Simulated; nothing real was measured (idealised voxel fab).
process module | voxel tone inversion
290 nm wide, 5 nm square cells: that's cross-section cut.
Cross-section format: a grid of square cells, given as bands from top to bottom; each band is one or more rows of cells.
The entry gives the band's vertical extent as a top height and a bottom height in nm, then its horizontal make-up as materials from left to right, each with a width in nm. "air" stands for empty space; a single material marked "throughout" fills the band edge to edge.
A quick word on heights: they are counted from 0, and under that level the wafer as it came to us is one material throughout. The lowest band is different from the rest in having no bottom; it simply continues downward, written as in "0 and below".
Quick explanation for "30 to 40": the width changes in equal steps down the rows of cells, from the first number in the band's top row to the second number in its bottom row.
Where a step carries "remained unchanged", the cross-section came out of it unchanged, cell for cell.
Closed-off voids of 8+ cells (no open route to the top) go in "Voids lacking openings", written width x height at distance from the left edge, in nm.
Past the settings on a step's line: simulator remark, on that step.
If you see "overlay nm" on a step's line and that step has a mask, it's telling you how far right of where it was planned the mask ended up; a negative number means it went left instead.
## Planned process steps
1) RECEIVE (material Si)
2) CONFORMAL_DEP (material SiCN; thk nm 10)
3) DIRECTIONAL_DEP (material polySi; thk nm 15)
4) PATTERN (tone cover; mask id POSTS; material resist; width nm 20; pitch nm 50; thk nm 20; overlay nm 0)
5) DIRECTIONAL_ETCH (etch materials polySi; depth nm 15)
6) STRIP (etch materials resist)
7) FILL_DEP (material lowk; thk nm 10)
8) CMP (height nm 25)
9) STRIP (etch materials polySi)
10) CONFORMAL_DEP (material TiN; thk nm 5)
11) FILL_DEP (material W; thk nm 10)
12) CMP (height nm 25)
13) CONFORMAL_DEP (material SiN; thk nm 5)
## First wafer, two in total, run as planned
## Cross-sectional view of the wafer in its as-received condition, corresponding to the state after step 1
	0 and below: Si throughout
	Voids lacking openings: none
## Wafer after step 2 (cross-section)
	10 down to 0: SiCN throughout
	Rest of section, below 0: as before.
## Wafer after step 3 (cross-section)
	25 down to 10: polySi throughout
	Rest of section, below 10: as before.
## Wafer after step 4 (cross-section)
	45 down to 25: air: 110 | resist: 20 | air: 30 | resist: 20 | air: 110
	Rest of section, below 25: as before.
## Wafer after step 5 (cross-section)
	45 down to 25: air: 110 | resist: 20 | air: 30 | resist: 20 | air: 110
	25 down to 10: air: 110 | polySi: 20 | air: 30 | polySi: 20 | air: 110
	Rest of section, below 10: as before.
## Wafer after step 6 (cross-section)
	25 down to 10: air: 110 | polySi: 20 | air: 30 | polySi: 20 | air: 110
	Rest of section, below 10: as before.
## Wafer after step 7 (cross-section)
	35 down to 25: lowk throughout
	25 down to 10: lowk: 110 | polySi: 20 | lowk: 30 | polySi: 20 | lowk: 110
	Rest of section, below 10: as before.
## Wafer after step 8 (cross-section)
	25 down to 10: lowk: 110 | polySi: 20 | lowk: 30 | polySi: 20 | lowk: 110
	Rest of section, below 10: as before.
## Wafer after step 9 (cross-section)
	25 down to 10: lowk: 110 | air: 20 | lowk: 30 | air: 20 | lowk: 110
	Rest of section, below 10: as before.
## Wafer after step 10 (cross-section)
	30 down to 25: TiN: 115 | air: 10 | TiN: 40 | air: 10 | TiN: 115
	25 down to 15: lowk: 110 | TiN: 5 | air: 10 | TiN: 5 | lowk: 30 | TiN: 5 | air: 10 | TiN: 5 | lowk: 110
	15 down to 10: lowk: 110 | TiN: 20 | lowk: 30 | TiN: 20 | lowk: 110
	Rest of section, below 10: as before.
## Wafer after step 11 (cross-section)
	40 down to 30: W throughout
	30 down to 25: TiN: 115 | W: 10 | TiN: 40 | W: 10 | TiN: 115
	25 down to 15: lowk: 110 | TiN: 5 | W: 10 | TiN: 5 | lowk: 30 | TiN: 5 | W: 10 | TiN: 5 | lowk: 110
	Rest of section, below 15: as before.
## Wafer after step 12 (cross-section)
	25 down to 15: lowk: 110 | TiN: 5 | W: 10 | TiN: 5 | lowk: 30 | TiN: 5 | W: 10 | TiN: 5 | lowk: 110
	Rest of section, below 15: as before.
## Wafer after step 13 (cross-section)
	30 down to 25: SiN throughout
	Rest of section, below 25: as before.
## Second wafer - shared start and plan with the first - one error in running - same as the first up to step 3 inclusive
## Cross-section of the second wafer when, according to plan, step 4 should have finished
	45 down to 25: air: 105 | resist: 20 | air: 30 | resist: 20 | air: 115
	Rest of section, below 25: as before.
## Cross-section of the second wafer when, according to plan, step 5 should have finished
	45 down to 25: air: 105 | resist: 20 | air: 30 | resist: 20 | air: 115
	25 down to 10: air: 105 | polySi: 20 | air: 30 | polySi: 20 | air: 115
	Rest of section, below 10: as before.
## Cross-section of the second wafer when, according to plan, step 6 should have finished
	25 down to 10: air: 105 | polySi: 20 | air: 30 | polySi: 20 | air: 115
	Rest of section, below 10: as before.
## Cross-section of the second wafer when, according to plan, step 7 should have finished
	35 down to 25: lowk throughout
	25 down to 10: lowk: 105 | polySi: 20 | lowk: 30 | polySi: 20 | lowk: 115
	Rest of section, below 10: as before.
## Cross-section of the second wafer when, according to plan, step 8 should have finished
	25 down to 10: lowk: 105 | polySi: 20 | lowk: 30 | polySi: 20 | lowk: 115
	Rest of section, below 10: as before.
## Cross-section of the second wafer when, according to plan, step 9 should have finished
	25 down to 10: lowk: 105 | air: 20 | lowk: 30 | air: 20 | lowk: 115
	Rest of section, below 10: as before.
## Cross-section of the second wafer when, according to plan, step 10 should have finished
	30 down to 25: TiN: 110 | air: 10 | TiN: 40 | air: 10 | TiN: 120
	25 down to 15: lowk: 105 | TiN: 5 | air: 10 | TiN: 5 | lowk: 30 | TiN: 5 | air: 10 | TiN: 5 | lowk: 115
	15 down to 10: lowk: 105 | TiN: 20 | lowk: 30 | TiN: 20 | lowk: 115
	Rest of section, below 10: as before.
## Cross-section of the second wafer when, according to plan, step 11 should have finished
	40 down to 30: W throughout
	30 down to 25: TiN: 110 | W: 10 | TiN: 40 | W: 10 | TiN: 120
	25 down to 15: lowk: 105 | TiN: 5 | W: 10 | TiN: 5 | lowk: 30 | TiN: 5 | W: 10 | TiN: 5 | lowk: 115
	Rest of section, below 15: as before.
## Cross-section of the second wafer when, according to plan, step 12 should have finished
	25 down to 15: lowk: 105 | TiN: 5 | W: 10 | TiN: 5 | lowk: 30 | TiN: 5 | W: 10 | TiN: 5 | lowk: 115
	Rest of section, below 15: as before.
## Cross-section of the second wafer when, according to plan, step 13 should have finished
	30 down to 25: SiN throughout
	Rest of section, below 25: as before.
What went wrong in running the wafer? step 4 was run on a setting that differed from the plan, and what really ran there is PATTERN (tone cover; mask id POSTS; material resist; width nm 20; pitch nm 50; thk nm 20; overlay nm -5)
Same inventory, different map: at the end, the second wafer holds as many cells of each material as the first, placed elsewhere.
